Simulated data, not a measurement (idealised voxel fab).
Proc. module: voxel released beams
Cross-sectional view cut (width: 210 nm; square cell size: 5 nm).
Bands, listed from the top down, are how a cross-section gets written in this document; the cross-section itself is a grid of square cells, and a band is one or more rows of them.
For a band, the entry starts with two heights in nm, that of the top and then that of the bottom, and carries on with the band's materials in order from left to right, each alongside its width in nm; the word "everywhere" beside a single material means it fills the band edge to edge, and "blank" means empty space.
It should be noted that heights are counted from 0, beneath which the wafer as supplied is of one material throughout, and that the lowest band possesses no lower boundary but continues downward, as written in "0 -> down".
Read "30..40" as a graded width: first number on top, second number at the bottom, same change between each pair of neighbouring rows.
When a step is marked "same as before", none of the cells in the cross-section changed during that step.
"Sealed cavities" enumerates empty spaces isolated from the top, with no open way to it, that contain at least 8 cells, giving each as width x height at distance from the left edge, all three in nm.
On a step's line, text after the settings is the simulator commenting on that step.
overlay nm: right-of-plan distance of the mask on a masked step; negative values mean left-of-plan.
### Below is the list of planned process steps
1 RECEIVE: material Si
2 CONFORMAL_DEP: material SiN, thk nm 10
3 DIRECTIONAL_DEP: material SiO2, thk nm 10
4 PATTERN: tone open, mask id ANCHOR, material resist, width nm 45, thk nm 20, overlay nm 0
5 DIRECTIONAL_ETCH: etch materials SiO2, depth nm 10
6 STRIP: etch materials resist
7 CONFORMAL_DEP: material W, thk nm 15
8 PATTERN: tone cover, mask id BEAM, material resist, width nm 105, thk nm 15, overlay nm 0
9 DIRECTIONAL_ETCH: etch materials W, depth nm 15
10 STRIP: etch materials resist
11 STRIP: etch materials SiO2
Quick note for whoever runs this: the wafers start identical, but the width nm at step 8 isn't the same across them. The plan just shows what the first wafer had.
### After step 1, as received: first of several wafers, cross-section
    0 -> down: Si everywhere
    Sealed cavities: none
### Row per wafer, end-of-module: cell gain (+)/loss (-) by material since the wafer came in, then closed voids
width nm 105 | +84 SiN | +75 W | Sealed cavities: none
width nm 110 | +84 SiN | +78 W | Sealed cavities: none
width nm 115 | +84 SiN | +81 W | Sealed cavities: none
width nm 120 | +84 SiN | +84 W | Sealed cavities: none
width nm 125 | +84 SiN | +87 W | Sealed cavities: none
width nm 130 | +84 SiN | +90 W | Sealed cavities: none
